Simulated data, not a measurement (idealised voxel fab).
Presented below is a process module, voxel double patterning.
Pictured: cross-section cut, 210 nm wide, on a grid of 5 nm square cells.
Bands, listed from the top down, are how a cross-section gets written in this document; the cross-section itself is a grid of square cells, and a band is one or more rows of them.
Heads up on the band format: heights come first, top then bottom, in nm. After that it's the materials left to right, each with its width in nm. A single material flagged "throughout" fills the whole band edge to edge, and "empty" means there's empty space there.
Height datum 0, below which the as-received substrate wafer is one material. Lowest band open at the bottom, running downward: "from 0 down".
You'd read "30->40" like this: the band's top row of cells is as wide as the first number, its bottom row is as wide as the second, and going down, every row changes width by the same amount as the row before did.
You'll sometimes find "stayed the same" written for a step, and that's the way of saying that nowhere in the cross-section did a cell change during that step.
This entry, "Unvented cavities", enumerates those empty regions of no fewer than 8 cells that possess no open connection to the top. Each region is reported in the form width x height at distance, the distance being taken from the left edge, with all three quantities expressed in nm.
Step line, after settings: the simulator's comment on this step.
The "overlay nm" setting may appear on a step's line; for a step that uses a mask, it gives how far to the right of its planned position the mask lay, and a negative value indicates the left.

THE STEPS PLANNED FOR THE PROCESS ARE AS FOLLOWS
1 RECEIVE | material Si
2 CONFORMAL_DEP | material SiO2 | thk nm 5
3 DIRECTIONAL_DEP | material polySi | thk nm 15
4 DIRECTIONAL_DEP | material SiCN | thk nm 5
5 PATTERN | tone open | mask id FIRST | material resist | width nm 15 | pitch nm 50 | thk nm 15 | overlay nm 0
6 DIRECTIONAL_ETCH | etch materials SiCN | depth nm 5
7 STRIP | etch materials resist
8 PATTERN | tone open | mask id SECOND | material resist | width nm 15 | pitch nm 50 | thk nm 20 | overlay nm 0
9 DIRECTIONAL_ETCH | etch materials SiCN | depth nm 5
10 STRIP | etch materials resist
11 DIRECTIONAL_ETCH | etch materials polySi | depth nm 15
12 STRIP | etch materials SiCN

ACCOUNT OF THE FIRST OF TWO WAFERS, WHICH WAS PROCESSED AS INTENDED

CROSS-SECTION OF THE WAFER AS IT CAME TO US, I.E., ALREADY THROUGH STEP 1
  from 0 down  Si throughout
  Unvented cavities: none

PRESENTED HERE IS A CROSS-SECTION OF THE WAFER AFTER STEP 2 HAS BEEN PERFORMED
  from 5 to 0  SiO2 throughout
  Below 0, the layers are the same as they were.

PRESENTED HERE IS A CROSS-SECTION OF THE WAFER AFTER STEP 3 HAS BEEN PERFORMED
  from 20 to 5  polySi throughout
  Below 5, the layers are the same as they were.

PRESENTED HERE IS A CROSS-SECTION OF THE WAFER AFTER STEP 4 HAS BEEN PERFORMED
  from 25 to 20  SiCN throughout
  Below 20, the layers are the same as they were.

PRESENTED HERE IS A CROSS-SECTION OF THE WAFER AFTER STEP 5 HAS BEEN PERFORMED
  from 40 to 25  45 resist, then 15 empty, then 35 resist, then 15 empty, then 35 resist, then 15 empty, then 50 resist
  Below 25, the layers are the same as they were.

PRESENTED HERE IS A CROSS-SECTION OF THE WAFER AFTER STEP 6 HAS BEEN PERFORMED
  from 40 to 25  45 resist, then 15 empty, then 35 resist, then 15 empty, then 35 resist, then 15 empty, then 50 resist
  from 25 to 20  45 SiCN, then 15 empty, then 35 SiCN, then 15 empty, then 35 SiCN, then 15 empty, then 50 SiCN
  Below 20, the layers are the same as they were.

PRESENTED HERE IS A CROSS-SECTION OF THE WAFER AFTER STEP 7 HAS BEEN PERFORMED
  from 25 to 20  45 SiCN, then 15 empty, then 35 SiCN, then 15 empty, then 35 SiCN, then 15 empty, then 50 SiCN
  Below 20, the layers are the same as they were.

PRESENTED HERE IS A CROSS-SECTION OF THE WAFER AFTER STEP 8 HAS BEEN PERFORMED
  from 45 to 25  70 resist, then 15 empty, then 35 resist, then 15 empty, then 75 resist
  from 25 to 20  45 SiCN, then 15 resist, then 35 SiCN, then 15 resist, then 35 SiCN, then 15 resist, then 50 SiCN
  Below 20, the layers are the same as they were.

PRESENTED HERE IS A CROSS-SECTION OF THE WAFER AFTER STEP 9 HAS BEEN PERFORMED
  from 45 to 25  70 resist, then 15 empty, then 35 resist, then 15 empty, then 75 resist
  from 25 to 20  45 SiCN, then 15 resist, then 10 SiCN, then 15 empty, then 10 SiCN, then 15 resist, then 10 SiCN, then 15 empty, then 10 SiCN, then 15 resist, then 50 SiCN
  Below 20, the layers are the same as they were.

PRESENTED HERE IS A CROSS-SECTION OF THE WAFER AFTER STEP 10 HAS BEEN PERFORMED
  from 25 to 20  45 SiCN, then 15 empty, then 10 SiCN, then 15 empty, then 10 SiCN, then 15 empty, then 10 SiCN, then 15 empty, then 10 SiCN, then 15 empty, then 50 SiCN
  Below 20, the layers are the same as they were.

PRESENTED HERE IS A CROSS-SECTION OF THE WAFER AFTER STEP 11 HAS BEEN PERFORMED
  from 25 to 20  45 SiCN, then 15 empty, then 10 SiCN, then 15 empty, then 10 SiCN, then 15 empty, then 10 SiCN, then 15 empty, then 10 SiCN, then 15 empty, then 50 SiCN
  from 20 to 5  45 polySi, then 15 empty, then 10 polySi, then 15 empty, then 10 polySi, then 15 empty, then 10 polySi, then 15 empty, then 10 polySi, then 15 empty, then 50 polySi
  Below 5, the layers are the same as they were.

PRESENTED HERE IS A CROSS-SECTION OF THE WAFER AFTER STEP 12 HAS BEEN PERFORMED
  from 20 to 5  45 polySi, then 15 empty, then 10 polySi, then 15 empty, then 10 polySi, then 15 empty, then 10 polySi, then 15 empty, then 10 polySi, then 15 empty, then 50 polySi
  Below 5, the layers are the same as they were.

HERE THE SECOND WAFER IS DESCRIBED. ITS START AND ITS PLAN WERE THOSE OF THE FIRST WAFER. ITS RUN CONTAINED ONE MISTAKE. UP TO AND INCLUDING STEP 2, IT DID EXACTLY WHAT THE FIRST WAFER DID

X-SECTION, SECOND WAFER, WHEN STEP 3 WAS DUE TO FINISH
  from 30 to 5  polySi throughout
  Below 5, the layers are the same as they were.

X-SECTION, SECOND WAFER, WHEN STEP 4 WAS DUE TO FINISH
  from 35 to 30  SiCN throughout
  Below 30, the layers are the same as they were.

X-SECTION, SECOND WAFER, WHEN STEP 5 WAS DUE TO FINISH
  from 50 to 35  45 resist, then 15 empty, then 35 resist, then 15 empty, then 35 resist, then 15 empty, then 50 resist
  Below 35, the layers are the same as they were.

X-SECTION, SECOND WAFER, WHEN STEP 6 WAS DUE TO FINISH
  from 50 to 35  45 resist, then 15 empty, then 35 resist, then 15 empty, then 35 resist, then 15 empty, then 50 resist
  from 35 to 30  45 SiCN, then 15 empty, then 35 SiCN, then 15 empty, then 35 SiCN, then 15 empty, then 50 SiCN
  Below 30, the layers are the same as they were.

X-SECTION, SECOND WAFER, WHEN STEP 7 WAS DUE TO FINISH
  from 35 to 30  45 SiCN, then 15 empty, then 35 SiCN, then 15 empty, then 35 SiCN, then 15 empty, then 50 SiCN
  Below 30, the layers are the same as they were.

X-SECTION, SECOND WAFER, WHEN STEP 8 WAS DUE TO FINISH
  from 55 to 35  70 resist, then 15 empty, then 35 resist, then 15 empty, then 75 resist
  from 35 to 30  45 SiCN, then 15 resist, then 35 SiCN, then 15 resist, then 35 SiCN, then 15 resist, then 50 SiCN
  Below 30, the layers are the same as they were.

X-SECTION, SECOND WAFER, WHEN STEP 9 WAS DUE TO FINISH
  from 55 to 35  70 resist, then 15 empty, then 35 resist, then 15 empty, then 75 resist
  from 35 to 30  45 SiCN, then 15 resist, then 10 SiCN, then 15 empty, then 10 SiCN, then 15 resist, then 10 SiCN, then 15 empty, then 10 SiCN, then 15 resist, then 50 SiCN
  Below 30, the layers are the same as they were.

X-SECTION, SECOND WAFER, WHEN STEP 10 WAS DUE TO FINISH
  from 35 to 30  45 SiCN, then 15 empty, then 10 SiCN, then 15 empty, then 10 SiCN, then 15 empty, then 10 SiCN, then 15 empty, then 10 SiCN, then 15 empty, then 50 SiCN
  Below 30, the layers are the same as they were.

X-SECTION, SECOND WAFER, WHEN STEP 11 WAS DUE TO FINISH
  from 35 to 30  45 SiCN, then 15 empty, then 10 SiCN, then 15 empty, then 10 SiCN, then 15 empty, then 10 SiCN, then 15 empty, then 10 SiCN, then 15 empty, then 50 SiCN
  from 30 to 15  45 polySi, then 15 empty, then 10 polySi, then 15 empty, then 10 polySi, then 15 empty, then 10 polySi, then 15 empty, then 10 polySi, then 15 empty, then 50 polySi
  Below 15, the layers are the same as they were.

X-SECTION, SECOND WAFER, WHEN STEP 12 WAS DUE TO FINISH
  from 30 to 15  45 polySi, then 15 empty, then 10 polySi, then 15 empty, then 10 polySi, then 15 empty, then 10 polySi, then 15 empty, then 10 polySi, then 15 empty, then 50 polySi
  Below 15, the layers are the same as they were.
Finding, execution versus plan: step 3 ran differently from the plan; actual operation with settings: DIRECTIONAL_DEP | material polySi | thk nm 25
It is noted that, at the conclusion of processing, the second wafer exhibits a higher or lower cell count for certain materials relative to the first: 84 more of polySi
